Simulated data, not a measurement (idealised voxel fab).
The name of this process module is voxel lift off.
FYI the section here is cut, 255 nm wide, cells are 5 nm squares.
Cross-sections here: square-cell grids, written as top-down lists of bands, a band being one or more rows of cells. Band: top height; bottom height; in nm. Then, left to right: material with width in nm, for each material. "all across": a single material spanning edge to edge. "blank": empty space. All heights in this document are referenced to 0, defined as the level beneath which the wafer, as received, consists entirely of one material. The lowest band is not bounded below; it extends indefinitely downward and is written in the form "from 0 down". Top row gets the first number, bottom row gets the second, and each row in between changes by the same step: that is how a band width like "30->40" works. Given "no change" for a step, no cell of the cross-section differs between before and after that step. In "Unvented voids" the enclosed voids are listed, meaning empty spaces of 8 cells or larger without any opening to the top. The form is width x height at distance, distance from the left edge, units nm. On each step's line, the part that comes after the settings is the simulator's own comment on the step. Regarding "overlay nm": on a step with a mask, it is the distance the mask lay to the right of its planned place; a negative value places it to the left.

[The process steps that were planned are listed below]
- 1: RECEIVE, material Si
- 2: CONFORMAL_DEP, material SiO2, thk nm 15
- 3: PATTERN, tone open, mask id LINES, material resist, width nm 20, pitch nm 50, thk nm 20, overlay nm 0
- 4: DIRECTIONAL_DEP, material Ru, thk nm 10
- 5: STRIP, etch materials resist
- 6: CONFORMAL_DEP, material SiO2, thk nm 5

[This is the cross-section of the wafer as we received it, i.e. after step 1]
    from 0 down | Si all across
    Unvented voids: none

[This is how the wafer looks in cross-section once the module is done, given the starting state and plan above and one mistake in carrying the plan out]
    from 20 to 0 | SiO2 all across
    from 0 down | Si all across
    Unvented voids: none
Deviation from plan: step 4 from the plan never happened, it was just skipped
